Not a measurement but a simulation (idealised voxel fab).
Title: Process Module voxel self aligned vias
Pictured: cross-section cut, 225 nm wide, on a grid of 5 nm square cells.
If you're reading a cross-section in this doc, picture square cells in a grid; it comes to you as bands, top ones listed first down to the bottom, and a band can be one or more rows of cells. Heights first: top, then bottom, in nm. Then materials, left to right, each with a width in nm. "full width" on a single material: fills the band edge to edge. "empty": empty space. Heads up on the height convention: 0 is the point under which the incoming wafer is all one material, and the lowest band has no bottom, it just keeps going down, like "0 nm and below". Width: "30..40" (first number = top row, second number = bottom row, same change from row to row of cells). Step marked "nothing got changed"? Then no cell in the cross-section changed in it. Empty spaces without an open route to the top, at least 8 cells in extent, make up the entry "Enclosed cavities"; each is given as width x height at distance, where the distance is measured from the left edge, and all are in nm. Anything after a step's settings on that line? It's the simulator's own note about the step. overlay nm: where the mask lay relative to plan, measured to the right, on steps with a mask; negatives go left.

[List of planned process steps]
1. RECEIVE (material Si)
2. CONFORMAL_DEP (material SiO2; thk nm 15)
3. CONFORMAL_DEP (material SiCN; thk nm 5)
4. DIRECTIONAL_DEP (material SiO2; thk nm 20)
5. PATTERN (tone open; mask id LINES; material resist; width nm 20; pitch nm 50; thk nm 20; overlay nm 0)
6. DIRECTIONAL_ETCH (etch materials SiO2; depth nm 20)
7. STRIP (etch materials resist)
8. CONFORMAL_DEP (material TiN; thk nm 5)
9. FILL_DEP (material Ru; thk nm 5)
10. CMP (height nm 40)
11. SELECTIVE_ETCH (etch materials W Ru TiN; depth nm 5)
12. FILL_DEP (material SiN; thk nm 5)
13. CMP (height nm 40)
14. DIRECTIONAL_DEP (material SiO2; thk nm 15)
15. DIRECTIONAL_DEP (material aC; thk nm 10)
16. PATTERN (tone open; mask id VIAS; material resist; width nm 30; pitch nm 50; thk nm 25; overlay nm 0)
17. DIRECTIONAL_ETCH (etch materials aC; depth nm 10)
18. STRIP (etch materials resist)
19. DIRECTIONAL_ETCH (etch materials SiO2; depth nm 15)
20. DIRECTIONAL_ETCH (etch materials SiN; depth nm 5)
21. STRIP (etch materials aC)
22. CONFORMAL_DEP (material TiN; thk nm 5)
23. FILL_DEP (material Ru; thk nm 5)
24. CMP (height nm 55)
25. CONFORMAL_DEP (material SiN; thk nm 5)

[Wafer cross-section on receipt, i.e. after step 1]
- 0 nm and below  Si full width
- Enclosed cavities: none

[Below is the wafer in cross-section after the module was completed. It began from the starting point shown above and followed the plan shown above, except that one mistake was made while running it]
- 60 nm to 55 nm  SiN full width
- 55 nm to 40 nm  SiO2 45, TiN 5, Ru 20, TiN 5, SiO2 20, TiN 5, Ru 20, TiN 5, SiO2 20, TiN 5, Ru 20, TiN 5, SiO2 50
- 40 nm to 35 nm  SiO2 45, TiN 30, SiO2 20, TiN 30, SiO2 20, TiN 30, SiO2 50
- 35 nm to 25 nm  SiO2 45, TiN 10, Ru 10, TiN 10, SiO2 20, TiN 10, Ru 10, TiN 10, SiO2 20, TiN 10, Ru 10, TiN 10, SiO2 50
- 25 nm to 20 nm  SiO2 50, TiN 20, SiO2 30, TiN 20, SiO2 30, TiN 20, SiO2 55
- 20 nm to 15 nm  SiCN full width
- 15 nm to 0 nm  SiO2 full width
- 0 nm and below  Si full width
- Enclosed cavities: none
In executing the process, a mistake was made relative to the plan: plan step 19 was twice executed
